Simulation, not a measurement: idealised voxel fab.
The name of this process module is voxel wiring stack.
For reference, the cross-section in this document is cut, with width 290 nm and square cells of 5 nm.
Cross-section = grid of square cells, listed top down in bands; band = one or more rows.
This entry defines a band. It first specifies the height of the band's top and the height of its bottom in nm, and then specifies the band's materials from left to right, stating each material with its width in nm. The word "edge to edge" identifies a single material that fills the band from edge to edge, while the word "empty" identifies empty space.
Convention: height 0 is the level below which the wafer, as received, is all one material. The lowest band does not terminate at the bottom but continues downward, represented as "top 0, no bottom".
You'd read "30->40" like this: the band's top row of cells is as wide as the first number, its bottom row is as wide as the second, and going down, every row changes width by the same amount as the row before did.
It should be understood that the words "everything unchanged", when stated for a given step, signify that the cross-section underwent no change in any of its cells during that step.
"Voids, fully enclosed" - sealed voids, min. 8 cells, no opening to top; format: width x height at distance (distance from left edge; nm throughout).
Note: text after step settings on the step line = simulator remark on that step.
The line of a step may include "overlay nm". On a step with a mask, this value is how far to the right of its planned place the mask lay. A negative value means the mask lay to the left.

Process steps (planned)
1,op RECEIVE | material Si
2,op CONFORMAL_DEP | material SiO2 | thk nm 15
3,op CONFORMAL_DEP | material SiCN | thk nm 5
4,op DIRECTIONAL_DEP | material lowk | thk nm 20
5,op DIRECTIONAL_DEP | material aC | thk nm 10
6,op PATTERN | tone open | mask id METAL_1 | material resist | width nm 30 | pitch nm 45 | thk nm 25 | overlay nm 0
7,op DIRECTIONAL_ETCH | etch materials aC | depth nm 10
8,op STRIP | etch materials resist
9,op DIRECTIONAL_ETCH | etch materials lowk | depth nm 20
10,op DIRECTIONAL_ETCH | etch materials SiCN | depth nm 5
11,op STRIP | etch materials aC
12,op CONFORMAL_DEP | material TiN | thk nm 5
13,op FILL_DEP | material Cu | thk nm 10
14,op CMP | height nm 40
15,op CONFORMAL_DEP | material SiCN | thk nm 5
16,op DIRECTIONAL_DEP | material SiO2 | thk nm 15
17,op PATTERN | tone open | mask id PLUG_1 | material resist | width nm 15 | pitch nm 45 | thk nm 15 | overlay nm 0
18,op DIRECTIONAL_ETCH | etch materials SiO2 | depth nm 15
19,op DIRECTIONAL_ETCH | etch materials SiCN | depth nm 5
20,op STRIP | etch materials resist
21,op EPI | material Ru | thk nm 10
22,op EPI | material Ru | thk nm 10
23,op CONFORMAL_DEP | material SiCN | thk nm 5
24,op DIRECTIONAL_DEP | material lowk | thk nm 20
25,op MASKED_ETCH | tone open | mask id METAL_2 | width nm 30 | pitch nm 45 | etch materials lowk | depth nm 20 | overlay nm 0
26,op MASKED_ETCH | tone open | mask id METAL_2 | width nm 30 | pitch nm 45 | etch materials SiCN | depth nm 5 | overlay nm 0
27,op CONFORMAL_DEP | material TiN | thk nm 5
28,op FILL_DEP | material W | thk nm 10
29,op CMP | height nm 85
30,op CONFORMAL_DEP | material SiCN | thk nm 5
31,op DIRECTIONAL_DEP | material lowk | thk nm 25
32,op PATTERN | tone open | mask id METAL_3_HOLES | material resist | width nm 15 | pitch nm 90 | thk nm 15 | overlay nm 0
33,op DIRECTIONAL_ETCH | etch materials lowk | depth nm 25
34,op STRIP | etch materials resist
35,op DIRECTIONAL_DEP | material aC | thk nm 15
36,op PATTERN | tone open | mask id METAL_3 | material resist | width nm 30 | pitch nm 45 | thk nm 35 | overlay nm 0
37,op DIRECTIONAL_ETCH | etch materials aC | depth nm 15
38,op STRIP | etch materials resist
39,op DIRECTIONAL_ETCH | etch materials lowk | depth nm 15
40,op DIRECTIONAL_ETCH | etch materials SiCN | depth nm 5
41,op STRIP | etch materials aC
42,op CONFORMAL_DEP | material TiN | thk nm 5
43,op FILL_DEP | material Cu | thk nm 5
44,op CMP | height nm 115
45,op CONFORMAL_DEP | material SiCN | thk nm 5

As received, after step 1
- top 0, no bottom: Si edge to edge
- Voids, fully enclosed: none

Here's the cross-section of the first of our two wafers at the end of the module - it ran as planned
- top 120, bottom 115: SiCN edge to edge
- top 115, bottom 105: lowk=60 | TiN=5 | Cu=20 | TiN=5 | lowk=15 | TiN=5 | Cu=20 | TiN=5 | lowk=15 | TiN=5 | Cu=20 | TiN=5 | lowk=15 | TiN=5 | Cu=20 | TiN=5 | lowk=65
- top 105, bottom 100: lowk=60 | TiN=5 | Cu=5 | TiN=20 | lowk=15 | TiN=30 | lowk=15 | TiN=5 | Cu=5 | TiN=20 | lowk=15 | TiN=30 | lowk=65
- top 100, bottom 90: lowk=60 | TiN=5 | Cu=5 | TiN=5 | lowk=75 | TiN=5 | Cu=5 | TiN=5 | lowk=125
- top 90, bottom 85: SiCN=60 | TiN=15 | SiCN=75 | TiN=15 | SiCN=125
- top 85, bottom 65: lowk=60 | TiN=5 | W=20 | TiN=5 | lowk=15 | TiN=5 | W=20 | TiN=5 | lowk=15 | TiN=5 | W=20 | TiN=5 | lowk=15 | TiN=5 | W=20 | TiN=5 | lowk=65
- top 65, bottom 60: SiCN=60 | TiN=30 | SiCN=15 | TiN=30 | SiCN=15 | TiN=30 | SiCN=15 | TiN=30 | SiCN=65
- top 60, bottom 45: SiO2=60 | Ru=15 | SiO2=30 | Ru=15 | SiO2=30 | Ru=15 | SiO2=30 | Ru=15 | SiO2=80
- top 45, bottom 40: SiCN=60 | Ru=15 | SiCN=30 | Ru=15 | SiCN=30 | Ru=15 | SiCN=30 | Ru=15 | SiCN=80
- top 40, bottom 20: lowk=60 | TiN=5 | Cu=20 | TiN=5 | lowk=15 | TiN=5 | Cu=20 | TiN=5 | lowk=15 | TiN=5 | Cu=20 | TiN=5 | lowk=15 | TiN=5 | Cu=20 | TiN=5 | lowk=65
- top 20, bottom 15: SiCN=60 | TiN=30 | SiCN=15 | TiN=30 | SiCN=15 | TiN=30 | SiCN=15 | TiN=30 | SiCN=65
- top 15, bottom 0: SiO2 edge to edge
- top 0, no bottom: Si edge to edge
- Voids, fully enclosed: none

Wafer two (of two), end-of-module cross-section: start = wafer one, plan = wafer one, one run mistake
- top 120, bottom 115: SiCN edge to edge
- top 115, bottom 105: lowk=60 | TiN=5 | Cu=20 | TiN=5 | lowk=15 | TiN=5 | Cu=20 | TiN=5 | lowk=15 | TiN=5 | Cu=20 | TiN=5 | lowk=15 | TiN=5 | Cu=20 | TiN=5 | lowk=65
- top 105, bottom 100: lowk=60 | TiN=5 | Cu=5 | TiN=20 | lowk=15 | TiN=30 | lowk=15 | TiN=5 | Cu=5 | TiN=20 | lowk=15 | TiN=30 | lowk=65
- top 100, bottom 90: lowk=60 | TiN=5 | Cu=5 | TiN=5 | lowk=75 | TiN=5 | Cu=5 | TiN=5 | lowk=125
- top 90, bottom 85: SiCN=60 | TiN=15 | SiCN=75 | TiN=15 | SiCN=125
- top 85, bottom 65: lowk=60 | TiN=5 | W=20 | TiN=5 | lowk=15 | TiN=5 | W=20 | TiN=5 | lowk=15 | TiN=5 | W=20 | TiN=5 | lowk=15 | TiN=5 | W=20 | TiN=5 | lowk=65
- top 65, bottom 60: SiCN=60 | TiN=30 | SiCN=15 | TiN=30 | SiCN=15 | TiN=30 | SiCN=15 | TiN=30 | SiCN=65
- top 60, bottom 45: SiO2=60 | Ru=15 | SiO2=30 | Ru=15 | SiO2=30 | Ru=15 | SiO2=30 | Ru=15 | SiO2=80
- top 45, bottom 40: SiCN=60 | Ru=15 | SiCN=30 | Ru=15 | SiCN=30 | Ru=15 | SiCN=30 | Ru=15 | SiCN=80
- top 40, bottom 30: Cu edge to edge
- top 30, bottom 25: TiN=65 | Cu=20 | TiN=25 | Cu=20 | TiN=25 | Cu=20 | TiN=25 | Cu=20 | TiN=70
- top 25, bottom 5: lowk=60 | TiN=5 | Cu=20 | TiN=5 | lowk=15 | TiN=5 | Cu=20 | TiN=5 | lowk=15 | TiN=5 | Cu=20 | TiN=5 | lowk=15 | TiN=5 | Cu=20 | TiN=5 | lowk=65
- top 5, bottom 0: SiCN=60 | TiN=30 | SiCN=15 | TiN=30 | SiCN=15 | TiN=30 | SiCN=15 | TiN=30 | SiCN=65
- top 0, no bottom: Si edge to edge
- Voids, fully enclosed: none
Diagnosis: the plan's step 2 was left out and never carried out
Counted in cells at the end, the second wafer holds more or fewer of these materials than the first: 132 more of Cu, 174 fewer of SiO2, 42 more of TiN
